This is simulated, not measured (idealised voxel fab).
The following is a process module called voxel wiring stack.
FYI the section here is cut, 260 nm wide, cells are 5 nm squares.
A cross-section is a grid of square cells, given in bands from the top down. A band is one or more rows of cells. Per band: top height and bottom height in nm, followed by the left-to-right materials and their widths in nm; "all across" marks a single material spanning edge to edge, "blank" marks empty space. We count height from 0. Below that, the starting wafer is all one material. The lowest band never ends at the bottom but goes on down; see "0..down" for how that is written. With a width like "30 to 40", each row of cells in the band differs from the next by the same amount, the top row carrying the first number and the bottom row the second. "stayed the same", as given for a step, is the statement that not any cell of the cross-section underwent a change during that step. The label "Listed closed voids" introduces a list of the empty spaces, 8 cells or larger, that have no open way up to the top; each entry in it reads width x height at distance, where the distance is taken from the left edge and all three are stated in nm. Past the settings on a step's line: simulator remark, on that step. If you see "overlay nm" on a step's line and that step has a mask, it's telling you how far right of where it was planned the mask ended up; a negative number means it went left instead.
-- The following list gives the planned process steps
- 1: RECEIVE [material Si]
- 2: CONFORMAL_DEP [material SiO2] [thk nm 15]
- 3: DIRECTIONAL_DEP [material TiN] [thk nm 5]
- 4: DIRECTIONAL_DEP [material W] [thk nm 15]
- 5: DIRECTIONAL_DEP [material aC] [thk nm 10]
- 6: PATTERN [tone cover] [mask id METAL_1] [material resist] [width nm 20] [pitch nm 50] [thk nm 25] [overlay nm 0]
- 7: DIRECTIONAL_ETCH [etch materials aC] [depth nm 10]
- 8: STRIP [etch materials resist]
- 9: DIRECTIONAL_ETCH [etch materials W] [depth nm 15]
- 10: DIRECTIONAL_ETCH [etch materials TiN] [depth nm 5]
- 11: STRIP [etch materials aC]
- 12: FILL_DEP [material SiO2] [thk nm 5]
- 13: CMP [height nm 35]
- 14: CONFORMAL_DEP [material SiCN] [thk nm 5]
- 15: DIRECTIONAL_DEP [material SiO2] [thk nm 20]
- 16: PATTERN [tone open] [mask id PLUG_1] [material resist] [width nm 15] [pitch nm 50] [thk nm 15] [overlay nm -15]
- 17: DIRECTIONAL_ETCH [etch materials SiO2] [depth nm 20]
- 18: DIRECTIONAL_ETCH [etch materials SiCN] [depth nm 5]
- 19: STRIP [etch materials resist]
- 20: CONFORMAL_DEP [material TiN] [thk nm 5]
- 21: FILL_DEP [material Cu] [thk nm 10]
- 22: CMP [height nm 60]
- 23: CONFORMAL_DEP [material SiN] [thk nm 5]
- 24: DIRECTIONAL_DEP [material lowk] [thk nm 25]
- 25: DIRECTIONAL_DEP [material aC] [thk nm 15]
- 26: PATTERN [tone open] [mask id METAL_2] [material resist] [width nm 20] [pitch nm 50] [thk nm 35] [overlay nm 0]
- 27: DIRECTIONAL_ETCH [etch materials aC] [depth nm 15]
- 28: STRIP [etch materials resist]
- 29: DIRECTIONAL_ETCH [etch materials lowk] [depth nm 25]
- 30: DIRECTIONAL_ETCH [etch materials SiN] [depth nm 5]
- 31: STRIP [etch materials aC]
- 32: CONFORMAL_DEP [material TiN] [thk nm 5]
- 33: FILL_DEP [material W] [thk nm 10]
- 34: CMP [height nm 90]
- 35: EPI [material Ru] [thk nm 5]
- 36: FILL_DEP [material SiCN] [thk nm 5]
- 37: DIRECTIONAL_DEP [material lowk] [thk nm 35]
- 38: DIRECTIONAL_DEP [material aC] [thk nm 15]
- 39: PATTERN [tone open] [mask id METAL_3] [material resist] [width nm 20] [pitch nm 50] [thk nm 35] [overlay nm 0]
- 40: DIRECTIONAL_ETCH [etch materials aC] [depth nm 15]
- 41: STRIP [etch materials resist]
- 42: DIRECTIONAL_ETCH [etch materials lowk] [depth nm 20]
- 43: STRIP [etch materials aC]
- 44: DIRECTIONAL_DEP [material aC] [thk nm 10]
- 45: PATTERN [tone open] [mask id METAL_3_HOLES] [material resist] [width nm 15] [pitch nm 50] [thk nm 30] [overlay nm 0]
- 46: DIRECTIONAL_ETCH [etch materials aC] [depth nm 10]
- 47: STRIP [etch materials resist]
- 48: DIRECTIONAL_ETCH [etch materials lowk] [depth nm 15]
- 49: DIRECTIONAL_ETCH [etch materials SiCN] [depth nm 5]
- 50: STRIP [etch materials aC]
- 51: CONFORMAL_DEP [material TiN] [thk nm 5]
- 52: FILL_DEP [material Ru] [thk nm 10]
- 53: CMP [height nm 135]
- 54: CONFORMAL_DEP [material SiCN] [thk nm 5]
- 55: DIRECTIONAL_DEP [material lowk] [thk nm 25]
- 56: PATTERN [tone open] [mask id METAL_4] [material resist] [width nm 20] [pitch nm 50] [thk nm 20] [overlay nm 0]
- 57: DIRECTIONAL_ETCH [etch materials lowk] [depth nm 15]
- 58: STRIP [etch materials resist]
- 59: MASKED_ETCH [tone open] [mask id METAL_4_HOLES] [width nm 15] [pitch nm 50] [etch materials lowk] [depth nm 10] [overlay nm 0]
- 60: MASKED_ETCH [tone open] [mask id METAL_4_HOLES] [width nm 15] [pitch nm 50] [etch materials SiCN] [depth nm 5] [overlay nm 0]
- 61: CONFORMAL_DEP [material TiN] [thk nm 5]
- 62: FILL_DEP [material Cu] [thk nm 10]
- 63: CMP [height nm 165]
- 64: CONFORMAL_DEP [material SiN] [thk nm 5]
The value of overlay nm given for step 16 in the plan refers to the first wafer; the wafers vary in this setting and are alike at the start.
-- After step 1, as received: first of several wafers, cross-section
	0..down = Si all across
	Listed closed voids: none
-- Wafer cross-section (first of several) - module end, post step 64 (last step)
	170..165 = SiN all across
	165..155 = lowk (70) | TiN (5) | Cu (10) | TiN (5) | lowk (30) | TiN (5) | Cu (10) | TiN (5) | lowk (30) | TiN (5) | Cu (10) | TiN (5) | lowk (70)
	155..150 = lowk (70) | TiN (5) | Cu (5) | TiN (10) | lowk (30) | TiN (5) | Cu (5) | TiN (10) | lowk (30) | TiN (5) | Cu (5) | TiN (10) | lowk (70)
	150..140 = lowk (70) | TiN (5) | Cu (5) | TiN (5) | lowk (35) | TiN (5) | Cu (5) | TiN (5) | lowk (35) | TiN (5) | Cu (5) | TiN (5) | lowk (75)
	140..135 = SiCN (70) | TiN (15) | SiCN (35) | TiN (15) | SiCN (35) | TiN (15) | SiCN (75)
	135..120 = lowk (70) | TiN (5) | Ru (10) | TiN (5) | lowk (30) | TiN (5) | Ru (10) | TiN (5) | lowk (30) | TiN (5) | Ru (10) | TiN (5) | lowk (70)
	120..115 = lowk (70) | TiN (5) | Ru (5) | TiN (10) | lowk (30) | TiN (5) | Ru (5) | TiN (10) | lowk (30) | TiN (5) | Ru (5) | TiN (10) | lowk (70)
	115..100 = lowk (70) | TiN (5) | Ru (5) | TiN (5) | lowk (35) | TiN (5) | Ru (5) | TiN (5) | lowk (35) | TiN (5) | Ru (5) | TiN (5) | lowk (75)
	100..95 = SiCN (70) | TiN (15) | SiCN (35) | TiN (15) | SiCN (35) | TiN (15) | SiCN (75)
	95..90 = SiCN (65) | Ru (30) | SiCN (20) | Ru (30) | SiCN (20) | Ru (30) | SiCN (65)
	90..65 = lowk (70) | TiN (5) | W (10) | TiN (5) | lowk (30) | TiN (5) | W (10) | TiN (5) | lowk (30) | TiN (5) | W (10) | TiN (5) | lowk (70)
	65..60 = SiN (70) | TiN (20) | SiN (30) | TiN (20) | SiN (30) | TiN (20) | SiN (70)
	60..40 = SiO2 (55) | TiN (5) | Cu (5) | TiN (5) | SiO2 (35) | TiN (5) | Cu (5) | TiN (5) | SiO2 (35) | TiN (5) | Cu (5) | TiN (5) | SiO2 (90)
	40..35 = SiCN (55) | TiN (15) | SiCN (35) | TiN (15) | SiCN (35) | TiN (15) | SiCN (90)
	35..20 = SiO2 (70) | W (20) | SiO2 (30) | W (20) | SiO2 (30) | W (20) | SiO2 (70)
	20..15 = SiO2 (70) | TiN (20) | SiO2 (30) | TiN (20) | SiO2 (30) | TiN (20) | SiO2 (70)
	15..0 = SiO2 all across
	0..down = Si all across
	Listed closed voids: none
-- Here's the last wafer cross-sectioned at the end of the module
	170..165 = SiN all across
	165..155 = lowk (70) | TiN (5) | Cu (10) | TiN (5) | lowk (30) | TiN (5) | Cu (10) | TiN (5) | lowk (30) | TiN (5) | Cu (10) | TiN (5) | lowk (70)
	155..150 = lowk (70) | TiN (5) | Cu (5) | TiN (10) | lowk (30) | TiN (5) | Cu (5) | TiN (10) | lowk (30) | TiN (5) | Cu (5) | TiN (10) | lowk (70)
	150..140 = lowk (70) | TiN (5) | Cu (5) | TiN (5) | lowk (35) | TiN (5) | Cu (5) | TiN (5) | lowk (35) | TiN (5) | Cu (5) | TiN (5) | lowk (75)
	140..135 = SiCN (70) | TiN (15) | SiCN (35) | TiN (15) | SiCN (35) | TiN (15) | SiCN (75)
	135..120 = lowk (70) | TiN (5) | Ru (10) | TiN (5) | lowk (30) | TiN (5) | Ru (10) | TiN (5) | lowk (30) | TiN (5) | Ru (10) | TiN (5) | lowk (70)
	120..115 = lowk (70) | TiN (5) | Ru (5) | TiN (10) | lowk (30) | TiN (5) | Ru (5) | TiN (10) | lowk (30) | TiN (5) | Ru (5) | TiN (10) | lowk (70)
	115..100 = lowk (70) | TiN (5) | Ru (5) | TiN (5) | lowk (35) | TiN (5) | Ru (5) | TiN (5) | lowk (35) | TiN (5) | Ru (5) | TiN (5) | lowk (75)
	100..95 = SiCN (70) | TiN (15) | SiCN (35) | TiN (15) | SiCN (35) | TiN (15) | SiCN (75)
	95..90 = SiCN (65) | Ru (30) | SiCN (20) | Ru (30) | SiCN (20) | Ru (30) | SiCN (65)
	90..65 = lowk (70) | TiN (5) | W (10) | TiN (5) | lowk (30) | TiN (5) | W (10) | TiN (5) | lowk (30) | TiN (5) | W (10) | TiN (5) | lowk (70)
	65..60 = SiN (70) | TiN (20) | SiN (30) | TiN (20) | SiN (30) | TiN (20) | SiN (70)
	60..40 = SiO2 (85) | TiN (5) | Cu (5) | TiN (5) | SiO2 (35) | TiN (5) | Cu (5) | TiN (5) | SiO2 (35) | TiN (5) | Cu (5) | TiN (5) | SiO2 (60)
	40..35 = SiCN (85) | TiN (15) | SiCN (35) | TiN (15) | SiCN (35) | TiN (15) | SiCN (60)
	35..20 = SiO2 (70) | W (20) | SiO2 (30) | W (20) | SiO2 (30) | W (20) | SiO2 (70)
	20..15 = SiO2 (70) | TiN (20) | SiO2 (30) | TiN (20) | SiO2 (30) | TiN (20) | SiO2 (70)
	15..0 = SiO2 all across
	0..down = Si all across
	Listed closed voids: none
-- The following table contains a row per wafer, in which are reported, at the conclusion of the module, the cells of each material gained (+) or lost (-) since the wafer's receipt, with its closed voids given thereafter
overlay nm -15, +33 Cu, +48 Ru, +163 SiCN, +92 SiN, +488 SiO2, +183 TiN, +66 W, +695 lowk, Listed closed voids: none
overlay nm -10, +33 Cu, +48 Ru, +163 SiCN, +92 SiN, +488 SiO2, +183 TiN, +66 W, +695 lowk, Listed closed voids: none
overlay nm -5, +33 Cu, +48 Ru, +163 SiCN, +92 SiN, +488 SiO2, +183 TiN, +66 W, +695 lowk, Listed closed voids: none
overlay nm 0, +33 Cu, +48 Ru, +163 SiCN, +92 SiN, +488 SiO2, +183 TiN, +66 W, +695 lowk, Listed closed voids: none
overlay nm 5, +33 Cu, +48 Ru, +163 SiCN, +92 SiN, +488 SiO2, +183 TiN, +66 W, +695 lowk, Listed closed voids: none
overlay nm 10, +33 Cu, +48 Ru, +163 SiCN, +92 SiN, +488 SiO2, +183 TiN, +66 W, +695 lowk, Listed closed voids: none
overlay nm 15, +33 Cu, +48 Ru, +163 SiCN, +92 SiN, +488 SiO2, +183 TiN, +66 W, +695 lowk, Listed closed voids: none
